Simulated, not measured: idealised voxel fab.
The name of this process module is voxel gate over fins.
The cross-section shown here is cut; it is 245 nm wide and divided into square cells measuring 5 nm on a side.
Square cells in a grid make up a cross-section in this document, and the grid is given as bands, listed from the top down, each one or more rows of cells. Band entry format. Leading values: height of top, height of bottom, nm. Remainder: materials in left-to-right order, each with its width in nm. Special words: "edge to edge" on a single material, which then fills the band edge to edge; "blank", empty space. All heights in this document are referenced to 0, defined as the level beneath which the wafer, as received, consists entirely of one material. The lowest band is not bounded below; it extends indefinitely downward and is written in the form "z 0 and below". Think of "30..40" as a width that walks from the first number to the second as you go down the band, top row to bottom row, taking equal-sized steps from row to row. Basically "identical to before" means that step didn't change any cell in the cross-section. Reported under the label "Sealed void list" are the empty spaces having no open way to the top and comprising 8 cells or more; the notation for each is width x height at distance, in which the distance is measured from the left edge and all three values are in nm. Formally, on a step line, whatever follows the settings is a remark that the simulator itself makes on the step. overlay nm: mask offset rightward from planned place, masked step; negative means leftward offset.
# This section lists the process steps that were planned
| 1 | RECEIVE,material Si |
| 2 | CONFORMAL_DEP,material SiN,thk nm 10 |
| 3 | PATTERN,tone cover,mask id FINS,material resist,width nm 15,pitch nm 50,thk nm 15,overlay nm 0 |
| 4 | DIRECTIONAL_ETCH,etch materials SiN,depth nm 10 |
| 5 | DIRECTIONAL_ETCH,etch materials Si,depth nm 40 |
| 6 | STRIP,etch materials resist |
| 7 | FILL_DEP,material SiO2,thk nm 10 |
| 8 | CMP,height nm 10 |
| 9 | PATTERN,tone open,mask id RAIL,material resist,width nm 15,thk nm 15,overlay nm 0 |
| 10 | DIRECTIONAL_ETCH,etch materials SiO2,depth nm 45 |
| 11 | STRIP,etch materials resist |
| 12 | CONFORMAL_DEP,material TiN,thk nm 5 |
| 13 | FILL_DEP,material W,thk nm 10 |
| 14 | CMP,height nm 10 |
| 15 | SELECTIVE_ETCH,etch materials W Ru TiN,depth nm 30 |
| 16 | FILL_DEP,material SiO2,thk nm 5 |
| 17 | CMP,height nm 10 |
| 18 | SELECTIVE_ETCH,etch materials SiO2,depth nm 20 |
| 19 | STRIP,etch materials SiN |
| 20 | CONFORMAL_DEP,material HfO2,thk nm 5 |
| 21 | CONFORMAL_DEP,material TiN,thk nm 5 |
| 22 | CONFORMAL_DEP,material TiAl,thk nm 5 |
| 23 | CONFORMAL_DEP,material TiN,thk nm 5 |
| 24 | FILL_DEP,material W,thk nm 10 |
| 25 | CMP,height nm 25 |
| 26 | CONFORMAL_DEP,material SiN,thk nm 10 |
# On the first of the two wafers: run conducted according to plan
# Here's what the wafer looked like in cross-section when it arrived - that's after step 1
  z 0 and below | Si edge to edge
  Sealed void list: none
# Presented here is a cross-section of the wafer after step 2 has been performed
  z 10 to 0 | SiN edge to edge
  below 0: unchanged
# Presented here is a cross-section of the wafer after step 3 has been performed
  z 25 to 10 | 65 blank / 15 resist / 35 blank / 15 resist / 35 blank / 15 resist / 65 blank
  below 10: unchanged
# Presented here is a cross-section of the wafer after step 4 has been performed
  z 25 to 10 | 65 blank / 15 resist / 35 blank / 15 resist / 35 blank / 15 resist / 65 blank
  z 10 to 0 | 65 blank / 15 SiN / 35 blank / 15 SiN / 35 blank / 15 SiN / 65 blank
  below 0: unchanged
# Presented here is a cross-section of the wafer after step 5 has been performed
  z 25 to 10 | 65 blank / 15 resist / 35 blank / 15 resist / 35 blank / 15 resist / 65 blank
  z 10 to 0 | 65 blank / 15 SiN / 35 blank / 15 SiN / 35 blank / 15 SiN / 65 blank
  z 0 to -40 | 65 blank / 15 Si / 35 blank / 15 Si / 35 blank / 15 Si / 65 blank
  below -40: unchanged
# Presented here is a cross-section of the wafer after step 6 has been performed
  z 10 to 0 | 65 blank / 15 SiN / 35 blank / 15 SiN / 35 blank / 15 SiN / 65 blank
  below 0: unchanged
# Presented here is a cross-section of the wafer after step 7 has been performed
  z 20 to 10 | SiO2 edge to edge
  z 10 to 0 | 65 SiO2 / 15 SiN / 35 SiO2 / 15 SiN / 35 SiO2 / 15 SiN / 65 SiO2
  z 0 to -40 | 65 SiO2 / 15 Si / 35 SiO2 / 15 Si / 35 SiO2 / 15 Si / 65 SiO2
  below -40: unchanged
# Presented here is a cross-section of the wafer after step 8 has been performed
  z 10 to 0 | 65 SiO2 / 15 SiN / 35 SiO2 / 15 SiN / 35 SiO2 / 15 SiN / 65 SiO2
  below 0: unchanged
# Presented here is a cross-section of the wafer after step 9 has been performed
  z 25 to 10 | 90 resist / 15 blank / 140 resist
  below 10: unchanged
# Presented here is a cross-section of the wafer after step 10 has been performed
  z 25 to 10 | 90 resist / 15 blank / 140 resist
  z 10 to 0 | 65 SiO2 / 15 SiN / 10 SiO2 / 15 blank / 10 SiO2 / 15 SiN / 35 SiO2 / 15 SiN / 65 SiO2
  z 0 to -35 | 65 SiO2 / 15 Si / 10 SiO2 / 15 blank / 10 SiO2 / 15 Si / 35 SiO2 / 15 Si / 65 SiO2
  below -35: unchanged
# Presented here is a cross-section of the wafer after step 11 has been performed
  z 10 to 0 | 65 SiO2 / 15 SiN / 10 SiO2 / 15 blank / 10 SiO2 / 15 SiN / 35 SiO2 / 15 SiN / 65 SiO2
  below 0: unchanged
# Presented here is a cross-section of the wafer after step 12 has been performed
  z 15 to 10 | 95 TiN / 5 blank / 145 TiN
  z 10 to 0 | 65 SiO2 / 15 SiN / 10 SiO2 / 5 TiN / 5 blank / 5 TiN / 10 SiO2 / 15 SiN / 35 SiO2 / 15 SiN / 65 SiO2
  z 0 to -30 | 65 SiO2 / 15 Si / 10 SiO2 / 5 TiN / 5 blank / 5 TiN / 10 SiO2 / 15 Si / 35 SiO2 / 15 Si / 65 SiO2
  z -30 to -35 | 65 SiO2 / 15 Si / 10 SiO2 / 15 TiN / 10 SiO2 / 15 Si / 35 SiO2 / 15 Si / 65 SiO2
  below -35: unchanged
# Presented here is a cross-section of the wafer after step 13 has been performed
  z 25 to 15 | W edge to edge
  z 15 to 10 | 95 TiN / 5 W / 145 TiN
  z 10 to 0 | 65 SiO2 / 15 SiN / 10 SiO2 / 5 TiN / 5 W / 5 TiN / 10 SiO2 / 15 SiN / 35 SiO2 / 15 SiN / 65 SiO2
  z 0 to -30 | 65 SiO2 / 15 Si / 10 SiO2 / 5 TiN / 5 W / 5 TiN / 10 SiO2 / 15 Si / 35 SiO2 / 15 Si / 65 SiO2
  below -30: unchanged
# Presented here is a cross-section of the wafer after step 14 has been performed
  z 10 to 0 | 65 SiO2 / 15 SiN / 10 SiO2 / 5 TiN / 5 W / 5 TiN / 10 SiO2 / 15 SiN / 35 SiO2 / 15 SiN / 65 SiO2
  below 0: unchanged
# Presented here is a cross-section of the wafer after step 15 has been performed
  z 10 to 0 | 65 SiO2 / 15 SiN / 10 SiO2 / 15 blank / 10 SiO2 / 15 SiN / 35 SiO2 / 15 SiN / 65 SiO2
  z 0 to -20 | 65 SiO2 / 15 Si / 10 SiO2 / 15 blank / 10 SiO2 / 15 Si / 35 SiO2 / 15 Si / 65 SiO2
  below -20: unchanged
# Presented here is a cross-section of the wafer after step 16 has been performed
  z 15 to 10 | SiO2 edge to edge
  z 10 to 0 | 65 SiO2 / 15 SiN / 35 SiO2 / 15 SiN / 35 SiO2 / 15 SiN / 65 SiO2
  z 0 to -20 | 65 SiO2 / 15 Si / 35 SiO2 / 15 Si / 35 SiO2 / 15 Si / 65 SiO2
  below -20: unchanged
# Presented here is a cross-section of the wafer after step 17 has been performed
  z 10 to 0 | 65 SiO2 / 15 SiN / 35 SiO2 / 15 SiN / 35 SiO2 / 15 SiN / 65 SiO2
  below 0: unchanged
# Presented here is a cross-section of the wafer after step 18 has been performed
  z 10 to 0 | 65 blank / 15 SiN / 35 blank / 15 SiN / 35 blank / 15 SiN / 65 blank
  z 0 to -10 | 65 blank / 15 Si / 35 blank / 15 Si / 35 blank / 15 Si / 65 blank
  below -10: unchanged
# Presented here is a cross-section of the wafer after step 19 has been performed
  z 0 to -10 | 65 blank / 15 Si / 35 blank / 15 Si / 35 blank / 15 Si / 65 blank
  below -10: unchanged
# Presented here is a cross-section of the wafer after step 20 has been performed
  z 5 to 0 | 60 blank / 25 HfO2 / 25 blank / 25 HfO2 / 25 blank / 25 HfO2 / 60 blank
  z 0 to -5 | 60 blank / 5 HfO2 / 15 Si / 5 HfO2 / 25 blank / 5 HfO2 / 15 Si / 5 HfO2 / 25 blank / 5 HfO2 / 15 Si / 5 HfO2 / 60 blank
  z -5 to -10 | 65 HfO2 / 15 Si / 35 HfO2 / 15 Si / 35 HfO2 / 15 Si / 65 HfO2
  below -10: unchanged
# Presented here is a cross-section of the wafer after step 21 has been performed
  z 10 to 5 | 55 blank / 35 TiN / 15 blank / 35 TiN / 15 blank / 35 TiN / 55 blank
  z 5 to 0 | 55 blank / 5 TiN / 25 HfO2 / 5 TiN / 15 blank / 5 TiN / 25 HfO2 / 5 TiN / 15 blank / 5 TiN / 25 HfO2 / 5 TiN / 55 blank
  z 0 to -5 | 60 TiN / 5 HfO2 / 15 Si / 5 HfO2 / 25 TiN / 5 HfO2 / 15 Si / 5 HfO2 / 25 TiN / 5 HfO2 / 15 Si / 5 HfO2 / 60 TiN
  below -5: unchanged
# Presented here is a cross-section of the wafer after step 22 has been performed
  z 15 to 10 | 50 blank / 45 TiAl / 5 blank / 45 TiAl / 5 blank / 45 TiAl / 50 blank
  z 10 to 5 | 50 blank / 5 TiAl / 35 TiN / 5 TiAl / 5 blank / 5 TiAl / 35 TiN / 5 TiAl / 5 blank / 5 TiAl / 35 TiN / 5 TiAl / 50 blank
  z 5 to 0 | 55 TiAl / 5 TiN / 25 HfO2 / 5 TiN / 15 TiAl / 5 TiN / 25 HfO2 / 5 TiN / 15 TiAl / 5 TiN / 25 HfO2 / 5 TiN / 55 TiAl
  below 0: unchanged
# Presented here is a cross-section of the wafer after step 23 has been performed
  z 20 to 15 | 45 blank / 155 TiN / 45 blank
  z 15 to 10 | 45 blank / 5 TiN / 45 TiAl / 5 TiN / 45 TiAl / 5 TiN / 45 TiAl / 5 TiN / 45 blank
  z 10 to 5 | 50 TiN / 5 TiAl / 35 TiN / 5 TiAl / 5 TiN / 5 TiAl / 35 TiN / 5 TiAl / 5 TiN / 5 TiAl / 35 TiN / 5 TiAl / 50 TiN
  below 5: unchanged
# Presented here is a cross-section of the wafer after step 24 has been performed
  z 30 to 20 | W edge to edge
  z 20 to 15 | 45 W / 155 TiN / 45 W
  z 15 to 10 | 45 W / 5 TiN / 45 TiAl / 5 TiN / 45 TiAl / 5 TiN / 45 TiAl / 5 TiN / 45 W
  below 10: unchanged
# Presented here is a cross-section of the wafer after step 25 has been performed
  z 25 to 20 | W edge to edge
  below 20: unchanged
# Presented here is a cross-section of the wafer after step 26 has been performed
  z 35 to 25 | SiN edge to edge
  below 25: unchanged
# Wafer two of the pair: same origin, same plan, one error during the run; identical to wafer one up to and including step 4
# The second wafer in cross-section, at the planned close of step 5
  z 25 to 10 | 65 blank / 15 resist / 35 blank / 15 resist / 35 blank / 15 resist / 65 blank
  z 10 to 0 | 65 blank / 15 SiN / 35 blank / 15 SiN / 35 blank / 15 SiN / 65 blank
  z 0 to -30 | 65 blank / 15 Si / 35 blank / 15 Si / 35 blank / 15 Si / 65 blank
  below -30: unchanged
# The second wafer in cross-section, at the planned close of step 6
  z 10 to 0 | 65 blank / 15 SiN / 35 blank / 15 SiN / 35 blank / 15 SiN / 65 blank
  below 0: unchanged
# The second wafer in cross-section, at the planned close of step 7
  z 20 to 10 | SiO2 edge to edge
  z 10 to 0 | 65 SiO2 / 15 SiN / 35 SiO2 / 15 SiN / 35 SiO2 / 15 SiN / 65 SiO2
  z 0 to -30 | 65 SiO2 / 15 Si / 35 SiO2 / 15 Si / 35 SiO2 / 15 Si / 65 SiO2
  below -30: unchanged
# The second wafer in cross-section, at the planned close of step 8
  z 10 to 0 | 65 SiO2 / 15 SiN / 35 SiO2 / 15 SiN / 35 SiO2 / 15 SiN / 65 SiO2
  below 0: unchanged
# The second wafer in cross-section, at the planned close of step 9
  z 25 to 10 | 90 resist / 15 blank / 140 resist
  below 10: unchanged
# The second wafer in cross-section, at the planned close of step 10
  z 25 to 10 | 90 resist / 15 blank / 140 resist
  z 10 to 0 | 65 SiO2 / 15 SiN / 10 SiO2 / 15 blank / 10 SiO2 / 15 SiN / 35 SiO2 / 15 SiN / 65 SiO2
  z 0 to -30 | 65 SiO2 / 15 Si / 10 SiO2 / 15 blank / 10 SiO2 / 15 Si / 35 SiO2 / 15 Si / 65 SiO2
  below -30: unchanged
# The second wafer in cross-section, at the planned close of step 11
  z 10 to 0 | 65 SiO2 / 15 SiN / 10 SiO2 / 15 blank / 10 SiO2 / 15 SiN / 35 SiO2 / 15 SiN / 65 SiO2
  below 0: unchanged
# The second wafer in cross-section, at the planned close of step 12
  z 15 to 10 | 95 TiN / 5 blank / 145 TiN
  z 10 to 0 | 65 SiO2 / 15 SiN / 10 SiO2 / 5 TiN / 5 blank / 5 TiN / 10 SiO2 / 15 SiN / 35 SiO2 / 15 SiN / 65 SiO2
  z 0 to -25 | 65 SiO2 / 15 Si / 10 SiO2 / 5 TiN / 5 blank / 5 TiN / 10 SiO2 / 15 Si / 35 SiO2 / 15 Si / 65 SiO2
  z -25 to -30 | 65 SiO2 / 15 Si / 10 SiO2 / 15 TiN / 10 SiO2 / 15 Si / 35 SiO2 / 15 Si / 65 SiO2
  below -30: unchanged
# The second wafer in cross-section, at the planned close of step 13
  z 25 to 15 | W edge to edge
  z 15 to 10 | 95 TiN / 5 W / 145 TiN
  z 10 to 0 | 65 SiO2 / 15 SiN / 10 SiO2 / 5 TiN / 5 W / 5 TiN / 10 SiO2 / 15 SiN / 35 SiO2 / 15 SiN / 65 SiO2
  z 0 to -25 | 65 SiO2 / 15 Si / 10 SiO2 / 5 TiN / 5 W / 5 TiN / 10 SiO2 / 15 Si / 35 SiO2 / 15 Si / 65 SiO2
  below -25: unchanged
# The second wafer in cross-section, at the planned close of step 14
  z 10 to 0 | 65 SiO2 / 15 SiN / 10 SiO2 / 5 TiN / 5 W / 5 TiN / 10 SiO2 / 15 SiN / 35 SiO2 / 15 SiN / 65 SiO2
  below 0: unchanged
# The second wafer in cross-section, at the planned close of step 15
  z 10 to 0 | 65 SiO2 / 15 SiN / 10 SiO2 / 15 blank / 10 SiO2 / 15 SiN / 35 SiO2 / 15 SiN / 65 SiO2
  z 0 to -20 | 65 SiO2 / 15 Si / 10 SiO2 / 15 blank / 10 SiO2 / 15 Si / 35 SiO2 / 15 Si / 65 SiO2
  below -20: unchanged
# The second wafer in cross-section, at the planned close of step 16
  z 15 to 10 | SiO2 edge to edge
  z 10 to 0 | 65 SiO2 / 15 SiN / 35 SiO2 / 15 SiN / 35 SiO2 / 15 SiN / 65 SiO2
  z 0 to -20 | 65 SiO2 / 15 Si / 35 SiO2 / 15 Si / 35 SiO2 / 15 Si / 65 SiO2
  below -20: unchanged
# The second wafer in cross-section, at the planned close of step 17
  z 10 to 0 | 65 SiO2 / 15 SiN / 35 SiO2 / 15 SiN / 35 SiO2 / 15 SiN / 65 SiO2
  below 0: unchanged
# The second wafer in cross-section, at the planned close of step 18
  z 10 to 0 | 65 blank / 15 SiN / 35 blank / 15 SiN / 35 blank / 15 SiN / 65 blank
  z 0 to -10 | 65 blank / 15 Si / 35 blank / 15 Si / 35 blank / 15 Si / 65 blank
  below -10: unchanged
# The second wafer in cross-section, at the planned close of step 19
  z 0 to -10 | 65 blank / 15 Si / 35 blank / 15 Si / 35 blank / 15 Si / 65 blank
  below -10: unchanged
# The second wafer in cross-section, at the planned close of step 20
  z 5 to 0 | 60 blank / 25 HfO2 / 25 blank / 25 HfO2 / 25 blank / 25 HfO2 / 60 blank
  z 0 to -5 | 60 blank / 5 HfO2 / 15 Si / 5 HfO2 / 25 blank / 5 HfO2 / 15 Si / 5 HfO2 / 25 blank / 5 HfO2 / 15 Si / 5 HfO2 / 60 blank
  z -5 to -10 | 65 HfO2 / 15 Si / 35 HfO2 / 15 Si / 35 HfO2 / 15 Si / 65 HfO2
  below -10: unchanged
# The second wafer in cross-section, at the planned close of step 21
  z 10 to 5 | 55 blank / 35 TiN / 15 blank / 35 TiN / 15 blank / 35 TiN / 55 blank
  z 5 to 0 | 55 blank / 5 TiN / 25 HfO2 / 5 TiN / 15 blank / 5 TiN / 25 HfO2 / 5 TiN / 15 blank / 5 TiN / 25 HfO2 / 5 TiN / 55 blank
  z 0 to -5 | 60 TiN / 5 HfO2 / 15 Si / 5 HfO2 / 25 TiN / 5 HfO2 / 15 Si / 5 HfO2 / 25 TiN / 5 HfO2 / 15 Si / 5 HfO2 / 60 TiN
  below -5: unchanged
# The second wafer in cross-section, at the planned close of step 22
  z 15 to 10 | 50 blank / 45 TiAl / 5 blank / 45 TiAl / 5 blank / 45 TiAl / 50 blank
  z 10 to 5 | 50 blank / 5 TiAl / 35 TiN / 5 TiAl / 5 blank / 5 TiAl / 35 TiN / 5 TiAl / 5 blank / 5 TiAl / 35 TiN / 5 TiAl / 50 blank
  z 5 to 0 | 55 TiAl / 5 TiN / 25 HfO2 / 5 TiN / 15 TiAl / 5 TiN / 25 HfO2 / 5 TiN / 15 TiAl / 5 TiN / 25 HfO2 / 5 TiN / 55 TiAl
  below 0: unchanged
# The second wafer in cross-section, at the planned close of step 23
  z 20 to 15 | 45 blank / 155 TiN / 45 blank
  z 15 to 10 | 45 blank / 5 TiN / 45 TiAl / 5 TiN / 45 TiAl / 5 TiN / 45 TiAl / 5 TiN / 45 blank
  z 10 to 5 | 50 TiN / 5 TiAl / 35 TiN / 5 TiAl / 5 TiN / 5 TiAl / 35 TiN / 5 TiAl / 5 TiN / 5 TiAl / 35 TiN / 5 TiAl / 50 TiN
  below 5: unchanged
# The second wafer in cross-section, at the planned close of step 24
  z 30 to 20 | W edge to edge
  z 20 to 15 | 45 W / 155 TiN / 45 W
  z 15 to 10 | 45 W / 5 TiN / 45 TiAl / 5 TiN / 45 TiAl / 5 TiN / 45 TiAl / 5 TiN / 45 W
  below 10: unchanged
# The second wafer in cross-section, at the planned close of step 25
  z 25 to 20 | W edge to edge
  below 20: unchanged
# The second wafer in cross-section, at the planned close of step 26
  z 35 to 25 | SiN edge to edge
  below 25: unchanged
Heads up, the wafer didn't run the way we planned it: step 5: run off-plan, actual operation and settings DIRECTIONAL_ETCH,etch materials Si,depth nm 30
Looking at both finished wafers in cells, the second ends up ahead of or behind the first on some materials: Si: 80 more, SiO2: 77 fewer, TiN: 2 fewer, W: 1 fewer
